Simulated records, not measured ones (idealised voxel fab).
The name of this process module is voxel wiring stack.
Pictured: cross-section cut, 285 nm wide, on a grid of 5 nm square cells.
In this document a cross-section is written as a grid of square cells. It is given as a series of bands, listed from the top down, and a band is one or more rows of cells. Band: top height; bottom height; in nm. Then, left to right: material with width in nm, for each material. "all across": a single material spanning edge to edge. "empty": empty space. Heights are reckoned from 0. Under this level, the received wafer is all of one material. The bottommost band is open-ended downward, for example "0 down". Graded width ("30->40"): value in top row of band = first number; value in bottom row = second number; row-to-row change constant. "nothing changed", as given for a step, is the statement that not any cell of the cross-section underwent a change during that step. For the entry "Catalogued sealed voids", the listed items are empty spaces with no open way to the top whose size is 8 cells or more; each item follows the pattern width x height at distance, where distance is from the left edge and all three are in nm. Past the settings on a step's line: simulator remark, on that step. overlay nm, on a step with a mask: how far to the right of its planned place the mask lay; to the left if negative. Structure of the following material. The material consists of pairs of cross-sections. Each pair comprises the cross-section before one process step and the cross-section after that step, the latter shown only down to the lowest band that changed. The step between the cross-sections is specified beneath each pair, including its settings. Pairs are not necessarily consecutive: they may derive from different runs of this module performed on the same starting wafer. Continuity with the pair above is to be assumed only where the entry headed "Pre-step section" of the pair in question states it.

Pre-step section:
- 85 to 70 | aC 80 | empty 30 | aC 20 | empty 30 | aC 20 | empty 30 | aC 75
- 70 to 55 | lowk 80 | empty 15 | lowk 35 | empty 15 | lowk 35 | empty 15 | lowk 90
- 55 to 40 | lowk 80 | aC 10 | empty 5 | lowk 35 | aC 10 | empty 5 | lowk 35 | aC 10 | empty 5 | lowk 90
- 40 to 35 | SiCN all across
- 35 to 20 | lowk 80 | TiN 5 | Cu 10 | TiN 5 | lowk 30 | TiN 5 | Cu 10 | TiN 5 | lowk 30 | TiN 5 | Cu 10 | TiN 5 | lowk 85
- 20 to 15 | SiCN 80 | TiN 20 | SiCN 30 | TiN 20 | SiCN 30 | TiN 20 | SiCN 85
- 15 to 0 | SiO2 all across
- 0 down | Si all across
- Catalogued sealed voids: none

Section, Post-Step:
- 85 to 70 | aC 80 | empty 30 | aC 20 | empty 30 | aC 20 | empty 30 | aC 75
- 70 to 55 | lowk 80 | empty 30 | lowk 20 | empty 30 | lowk 20 | empty 30 | lowk 75
- Below 55, the layers are the same as they were.
- Catalogued sealed voids: none
Operation between the pre and post cross-sections above: DIRECTIONAL_ETCH with etch materials lowk, depth nm 15

Pre-step section: Reference is made to the cross-section shown after the step in the pair directly above, which represents the state prior to this step.

Section, Post-Step:
- 85 to 70 | aC 80 | empty 30 | aC 20 | empty 30 | aC 20 | empty 30 | aC 75
- 70 to 55 | lowk 80 | empty 30 | lowk 20 | empty 30 | lowk 20 | empty 30 | lowk 75
- 55 to 40 | lowk 80 | aC 10 | empty 5 | lowk 35 | aC 10 | empty 5 | lowk 35 | aC 10 | empty 5 | lowk 90
- 40 to 35 | SiCN 90 | empty 5 | SiCN 45 | empty 5 | SiCN 45 | empty 5 | SiCN 90
- Below 35, the layers are the same as they were.
- Catalogued sealed voids: none
Operation between the pre and post cross-sections above: DIRECTIONAL_ETCH with etch materials SiCN, depth nm 5

Pre-step section: Reference is made to the cross-section shown after the step in the pair directly above, which represents the state prior to this step.

Section, Post-Step:
- 70 to 55 | lowk 80 | empty 30 | lowk 20 | empty 30 | lowk 20 | empty 30 | lowk 75
- 55 to 40 | lowk 80 | empty 15 | lowk 35 | empty 15 | lowk 35 | empty 15 | lowk 90
- Below 40, the layers are the same as they were.
- Catalogued sealed voids: none
Operation between the pre and post cross-sections above: STRIP with etch materials aC

Pre-step section: Reference is made to the cross-section shown after the step in the pair directly above, which represents the state prior to this step.

Section, Post-Step:
- 75 to 70 | TiN 85 | empty 20 | TiN 30 | empty 20 | TiN 30 | empty 20 | TiN 80
- 70 to 60 | lowk 80 | TiN 5 | empty 20 | TiN 5 | lowk 20 | TiN 5 | empty 20 | TiN 5 | lowk 20 | TiN 5 | empty 20 | TiN 5 | lowk 75
- 60 to 55 | lowk 80 | TiN 5 | empty 5 | TiN 20 | lowk 20 | TiN 5 | empty 5 | TiN 20 | lowk 20 | TiN 5 | empty 5 | TiN 20 | lowk 75
- 55 to 45 | lowk 80 | TiN 5 | empty 5 | TiN 5 | lowk 35 | TiN 5 | empty 5 | TiN 5 | lowk 35 | TiN 5 | empty 5 | TiN 5 | lowk 90
- 45 to 40 | lowk 80 | TiN 15 | lowk 35 | TiN 15 | lowk 35 | TiN 15 | lowk 90
- 40 to 35 | SiCN 90 | TiN 5 | SiCN 45 | TiN 5 | SiCN 45 | TiN 5 | SiCN 90
- Below 35, the layers are the same as they were.
- Catalogued sealed voids: none
Operation between the pre and post cross-sections above: CONFORMAL_DEP with material TiN, thk nm 5

Pre-step section: Reference is made to the cross-section shown after the step in the pair directly above, which represents the state prior to this step.

Section, Post-Step:
- 80 to 75 | Cu all across
- 75 to 70 | TiN 85 | Cu 20 | TiN 30 | Cu 20 | TiN 30 | Cu 20 | TiN 80
- 70 to 60 | lowk 80 | TiN 5 | Cu 20 | TiN 5 | lowk 20 | TiN 5 | Cu 20 | TiN 5 | lowk 20 | TiN 5 | Cu 20 | TiN 5 | lowk 75
- 60 to 55 | lowk 80 | TiN 5 | Cu 5 | TiN 20 | lowk 20 | TiN 5 | Cu 5 | TiN 20 | lowk 20 | TiN 5 | Cu 5 | TiN 20 | lowk 75
- 55 to 45 | lowk 80 | TiN 5 | Cu 5 | TiN 5 | lowk 35 | TiN 5 | Cu 5 | TiN 5 | lowk 35 | TiN 5 | Cu 5 | TiN 5 | lowk 90
- Below 45, the layers are the same as they were.
- Catalogued sealed voids: none
Operation between the pre and post cross-sections above: FILL_DEP with material Cu, thk nm 5

Pre-step section: Reference is made to the cross-section shown after the step in the pair directly above, which represents the state prior to this step.

Section, Post-Step:
- 70 to 60 | lowk 80 | TiN 5 | Cu 20 | TiN 5 | lowk 20 | TiN 5 | Cu 20 | TiN 5 | lowk 20 | TiN 5 | Cu 20 | TiN 5 | lowk 75
- Below 60, the layers are the same as they were.
- Catalogued sealed voids: none
Operation between the pre and post cross-sections above: CMP with height nm 70

Pre-step section: Reference is made to the cross-section shown after the step in the pair directly above, which represents the state prior to this step.

Section, Post-Step:
- 75 to 70 | SiCN all across
- Below 70, the layers are the same as they were.
- Catalogued sealed voids: none
Operation between the pre and post cross-sections above: CONFORMAL_DEP with material SiCN, thk nm 5

Pre-step section:
- 70 to 60 | lowk 80 | TiN 5 | Cu 10 | TiN 5 | lowk 30 | TiN 5 | Cu 10 | TiN 5 | lowk 30 | TiN 5 | Cu 10 | TiN 5 | lowk 85
- 60 to 55 | lowk 80 | TiN 5 | Cu 5 | TiN 10 | lowk 30 | TiN 5 | Cu 5 | TiN 10 | lowk 30 | TiN 5 | Cu 5 | TiN 10 | lowk 85
- 55 to 40 | lowk 80 | TiN 5 | Cu 5 | TiN 5 | lowk 35 | TiN 5 | Cu 5 | TiN 5 | lowk 35 | TiN 5 | Cu 5 | TiN 5 | lowk 90
- 40 to 35 | SiCN 80 | TiN 15 | SiCN 35 | TiN 15 | SiCN 35 | TiN 15 | SiCN 90
- 35 to 20 | lowk 80 | TiN 5 | Cu 10 | TiN 5 | lowk 30 | TiN 5 | Cu 10 | TiN 5 | lowk 30 | TiN 5 | Cu 10 | TiN 5 | lowk 85
- 20 to 15 | SiCN 80 | TiN 20 | SiCN 30 | TiN 20 | SiCN 30 | TiN 20 | SiCN 85
- 15 to 0 | SiO2 all across
- 0 down | Si all across
- Catalogued sealed voids: none

Section, Post-Step:
- 75 to 70 | lowk all across
- Below 70, the layers are the same as they were.
- Catalogued sealed voids: none
Operation between the pre and post cross-sections above: CONFORMAL_DEP with material lowk, thk nm 5

Pre-step section:
- 85 to 70 | aC 80 | empty 15 | aC 35 | empty 15 | aC 35 | empty 15 | aC 90
- 70 to 55 | lowk 80 | empty 15 | lowk 35 | empty 15 | lowk 35 | empty 15 | lowk 90
- 55 to 40 | lowk 80 | aC 15 | lowk 35 | aC 15 | lowk 35 | aC 15 | lowk 90
- 40 to 35 | SiCN all across
- 35 to 20 | lowk 80 | TiN 5 | Cu 10 | TiN 5 | lowk 30 | TiN 5 | Cu 10 | TiN 5 | lowk 30 | TiN 5 | Cu 10 | TiN 5 | lowk 85
- 20 to 15 | SiCN 80 | TiN 20 | SiCN 30 | TiN 20 | SiCN 30 | TiN 20 | SiCN 85
- 15 to 0 | SiO2 all across
- 0 down | Si all across
- Catalogued sealed voids: none

Section, Post-Step:
- 120 to 85 | empty 80 | resist 20 | empty 30 | resist 20 | empty 30 | resist 20 | empty 85
- 85 to 70 | aC 80 | resist 15 | aC 35 | resist 15 | aC 35 | resist 15 | aC 90
- 70 to 55 | lowk 80 | resist 15 | lowk 35 | resist 15 | lowk 35 | resist 15 | lowk 90
- Below 55, the layers are the same as they were.
- Catalogued sealed voids: none
Operation between the pre and post cross-sections above: PATTERN with tone cover, mask id METAL_2, material resist, width nm 20, pitch nm 50, thk nm 35, overlay nm 0

Pre-step section: Reference is made to the cross-section shown after the step in the pair directly above, which represents the state prior to this step.

Section, Post-Step:
- 105 to 85 | empty 80 | resist 20 | empty 30 | resist 20 | empty 30 | resist 20 | empty 85
- 85 to 70 | empty 80 | resist 15 | aC 5 | empty 30 | resist 15 | aC 5 | empty 30 | resist 15 | aC 5 | empty 85
- Below 70, the layers are the same as they were.
- Catalogued sealed voids: none
Operation between the pre and post cross-sections above: DIRECTIONAL_ETCH with etch materials aC, depth nm 15

Pre-step section: Reference is made to the cross-section shown after the step in the pair directly above, which represents the state prior to this step.

Section, Post-Step:
- 85 to 70 | empty 95 | aC 5 | empty 45 | aC 5 | empty 45 | aC 5 | empty 85
- 70 to 55 | lowk 80 | empty 15 | lowk 35 | empty 15 | lowk 35 | empty 15 | lowk 90
- Below 55, the layers are the same as they were.
- Catalogued sealed voids: none
Operation between the pre and post cross-sections above: STRIP with etch materials resist

Pre-step section: Reference is made to the cross-section shown after the step in the pair directly above, which represents the state prior to this step.

Section, Post-Step:
- 85 to 70 | empty 95 | aC 5 | empty 45 | aC 5 | empty 45 | aC 5 | empty 85
- 70 to 55 | empty 95 | lowk 5 | empty 45 | lowk 5 | empty 45 | lowk 5 | empty 85
- Below 55, the layers are the same as they were.
- Catalogued sealed voids: none
Operation between the pre and post cross-sections above: DIRECTIONAL_ETCH with etch materials lowk, depth nm 15

Pre-step section: Reference is made to the cross-section shown after the step in the pair directly above, which represents the state prior to this step.

Section, Post-Step:
- 70 to 55 | empty 95 | lowk 5 | empty 45 | lowk 5 | empty 45 | lowk 5 | empty 85
- 55 to 40 | lowk 80 | empty 15 | lowk 35 | empty 15 | lowk 35 | empty 15 | lowk 90
- Below 40, the layers are the same as they were.
- Catalogued sealed voids: none
Operation between the pre and post cross-sections above: STRIP with etch materials aC

Pre-step section: Reference is made to the cross-section shown after the step in the pair directly above, which represents the state prior to this step.

Section, Post-Step:
- 75 to 70 | empty 90 | TiN 15 | empty 35 | TiN 15 | empty 35 | TiN 15 | empty 80
- 70 to 60 | empty 90 | TiN 5 | lowk 5 | TiN 5 | empty 35 | TiN 5 | lowk 5 | TiN 5 | empty 35 | TiN 5 | lowk 5 | TiN 5 | empty 80
- 60 to 55 | TiN 85 | empty 5 | TiN 5 | lowk 5 | TiN 35 | empty 5 | TiN 5 | lowk 5 | TiN 35 | empty 5 | TiN 5 | lowk 5 | TiN 85
- 55 to 45 | lowk 80 | TiN 5 | empty 5 | TiN 5 | lowk 35 | TiN 5 | empty 5 | TiN 5 | lowk 35 | TiN 5 | empty 5 | TiN 5 | lowk 90
- 45 to 40 | lowk 80 | TiN 15 | lowk 35 | TiN 15 | lowk 35 | TiN 15 | lowk 90
- Below 40, the layers are the same as they were.
- Catalogued sealed voids: none
Operation between the pre and post cross-sections above: CONFORMAL_DEP with material TiN, thk nm 5

Pre-step section: Reference is made to the cross-section shown after the step in the pair directly above, which represents the state prior to this step.

Section, Post-Step:
- 80 to 75 | Cu all across
- 75 to 70 | Cu 90 | TiN 15 | Cu 35 | TiN 15 | Cu 35 | TiN 15 | Cu 80
- 70 to 60 | Cu 90 | TiN 5 | lowk 5 | TiN 5 | Cu 35 | TiN 5 | lowk 5 | TiN 5 | Cu 35 | TiN 5 | lowk 5 | TiN 5 | Cu 80
- 60 to 55 | TiN 85 | Cu 5 | TiN 5 | lowk 5 | TiN 35 | Cu 5 | TiN 5 | lowk 5 | TiN 35 | Cu 5 | TiN 5 | lowk 5 | TiN 85
- 55 to 45 | lowk 80 | TiN 5 | Cu 5 | TiN 5 | lowk 35 | TiN 5 | Cu 5 | TiN 5 | lowk 35 | TiN 5 | Cu 5 | TiN 5 | lowk 90
- Below 45, the layers are the same as they were.
- Catalogued sealed voids: none
Operation between the pre and post cross-sections above: FILL_DEP with material Cu, thk nm 5

Pre-step section: Reference is made to the cross-section shown after the step in the pair directly above, which represents the state prior to this step.

Section, Post-Step:
- 70 to 60 | Cu 90 | TiN 5 | lowk 5 | TiN 5 | Cu 35 | TiN 5 | lowk 5 | TiN 5 | Cu 35 | TiN 5 | lowk 5 | TiN 5 | Cu 80
- Below 60, the layers are the same as they were.
- Catalogued sealed voids: none
Operation between the pre and post cross-sections above: CMP with height nm 70

Pre-step section: Reference is made to the cross-section shown after the step in the pair directly above, which represents the state prior to this step.

Section, Post-Step:
- 75 to 70 | SiCN all across
- Below 70, the layers are the same as they were.
- Catalogued sealed voids: none
Operation between the pre and post cross-sections above: CONFORMAL_DEP with material SiCN, thk nm 5
